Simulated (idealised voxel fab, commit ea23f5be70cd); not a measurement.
Documented hereafter: the process module known as voxel ribs on slabs.
The width of the displayed cross-section, cut, is 155 nm; its cells are square, with a size of 5 nm.
Cross-section layout: square cells on a grid; listed as bands, top to bottom; a band spans one or more cell rows. Basically the band line says how high the top is and how high the bottom is, in nm, and then what's in it from left to right, every material with its width in nm. Empty space shows up as "air", and if a single material carries "full width" it runs the full band edge to edge. All heights in this document are referenced to 0, defined as the level beneath which the wafer, as received, consists entirely of one material. The lowest band is not bounded below; it extends indefinitely downward and is written in the form "top 0, no bottom". Graded width ("30->40"): value in top row of band = first number; value in bottom row = second number; row-to-row change constant. What does "no alterations made" mean for a step? It means no cell of the cross-section changed in that step. Unvented internal voids: empty space of 8 cells or more with no open way to the top, each as width x height at its distance from the left edge, in nm. Past the settings on a step's line: simulator remark, on that step. Among the settings permitted on a step's line is "overlay nm"; applied to a step with a mask, it specifies the extent to which the mask lay to the right of its planned position, whereas a negative figure signifies a position to the left.
## Steps planned for the process
1,RECEIVE [material Si]
2,DIRECTIONAL_DEP [material SiO2] [thk nm 20]
3,DIRECTIONAL_DEP [material polySi] [thk nm 20]
4,PATTERN [tone cover] [mask id RIB] [material resist] [width nm 20] [thk nm 20] [overlay nm 0]
5,DIRECTIONAL_ETCH [etch materials polySi] [depth nm 15]
6,STRIP [etch materials resist]
7,PATTERN [tone cover] [mask id SLAB] [material resist] [width nm 60] [thk nm 20] [overlay nm 0]
8,DIRECTIONAL_ETCH [etch materials polySi] [depth nm 5]
9,STRIP [etch materials resist]
10,FILL_DEP [material SiO2] [thk nm 25]
11,CMP [height nm 60]
12,DIRECTIONAL_DEP [material W] [thk nm 5]
13,PATTERN [tone cover] [mask id HEATER] [material resist] [width nm 30] [thk nm 15] [overlay nm 0]
14,DIRECTIONAL_ETCH [etch materials W] [depth nm 5]
15,STRIP [etch materials resist]
16,CONFORMAL_DEP [material SiO2] [thk nm 5]
## As received (post step 1): cross-section
top 0, no bottom  Si full width
Unvented internal voids: none
## Module complete - cross-section of the first of two wafers, run according to plan
top 70, bottom 65  55 air  40 SiO2  60 air
top 65, bottom 60  60 SiO2  30 W  65 SiO2
top 60, bottom 40  SiO2 full width
top 40, bottom 25  65 SiO2  20 polySi  70 SiO2
top 25, bottom 20  45 SiO2  60 polySi  50 SiO2
top 20, bottom 0  SiO2 full width
top 0, no bottom  Si full width
Unvented internal voids: none
## Cross-section, wafer two of two, end of module: same start and plan as wafer one, one error in execution
top 65, bottom 60  60 air  30 W  65 air
top 60, bottom 40  SiO2 full width
top 40, bottom 25  65 SiO2  20 polySi  70 SiO2
top 25, bottom 20  45 SiO2  60 polySi  50 SiO2
top 20, bottom 0  SiO2 full width
top 0, no bottom  Si full width
Unvented internal voids: none
It is concluded that the wafer was processed incorrectly with respect to the plan, in that step 16 was dropped from the plan's execution and never run
At the finish, the second wafer shows more or fewer cells for some materials than the first does: 33 fewer of SiO2
